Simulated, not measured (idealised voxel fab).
This section sets out a process module, namely voxel local oxidation.
Each square cell in cross-section cut measures 5 nm, and the section as a whole is 250 nm wide.
Think of the cross-section as a grid of square cells. We describe it in bands, top to bottom, and each band covers one or more rows of those cells. Look at the band entry: it leads with the top's height and the bottom's height in nm. Then it lists the materials left to right, with a width in nm for each. The word "full width" on a single material says that material fills the band edge to edge. The word "empty" is empty space. Below 0: as-received wafer, all one material; heights counted from there. Lowest band: no bottom, goes on down, written "from 0 down". You'd read "30..40" like this: the band's top row of cells is as wide as the first number, its bottom row is as wide as the second, and going down, every row changes width by the same amount as the row before did. For the purposes of this document, the phrase "left unchanged" attached to a step denotes that no cell within the cross-section was modified by that step. Basically, "Unvented cavities" tells you about the enclosed voids: empty spaces with no open way to the top, 8 cells or bigger, each written width x height at distance, where distance is from the left edge, all in nm. The remark found on a step's line after its settings is issued by the simulator itself and pertains to that step. A step's line can hold "overlay nm"; with a mask on that step, the setting says how far right of the planned place the mask lay, while a negative setting says it lay to the left.

### Steps in the process plan
| 1 | RECEIVE: material Si |
| 2 | CONFORMAL_DEP: material SiO2, thk nm 5 |
| 3 | CONFORMAL_DEP: material SiN, thk nm 15 |
| 4 | PATTERN: tone cover, mask id ACTIVE, material resist, width nm 130, thk nm 15, overlay nm 0 |
| 5 | DIRECTIONAL_ETCH: etch materials SiN, depth nm 15 |
| 6 | STRIP: etch materials resist |
| 7 | SELECTIVE_ETCH: etch materials SiO2, depth nm 5 |
| 8 | OXIDIZE: depth nm 15 |
| 9 | STRIP: etch materials SiN |

### As received (post step 1): cross-section
* from 0 down  Si full width
* Unvented cavities: none

### The first of two wafers, cross-sectioned at the end of the module, with the run proceeding as planned
* from 5 to 0  empty: 65 / SiO2: 120 / empty: 65
* from 0 to -15  SiO2: 80 / Si: 90 / SiO2: 80
* from -15 down  Si full width
* Unvented cavities: none

### Second wafer cross-section at end of module - shared start and plan with the first, one mistake in the run
* from 5 to 0  SiO2: 55 / empty: 140 / SiO2: 55
* from 0 to -15  Si: 40 / SiO2: 170 / Si: 40
* from -15 down  Si full width
* Unvented cavities: none
Plan not followed: in deviation from the planned setting, step 4 was conducted as PATTERN: tone open, mask id ACTIVE, material resist, width nm 130, thk nm 15, overlay nm 0
Final cells, second wafer relative to first, materials higher or lower: Si -6, SiO2 +4
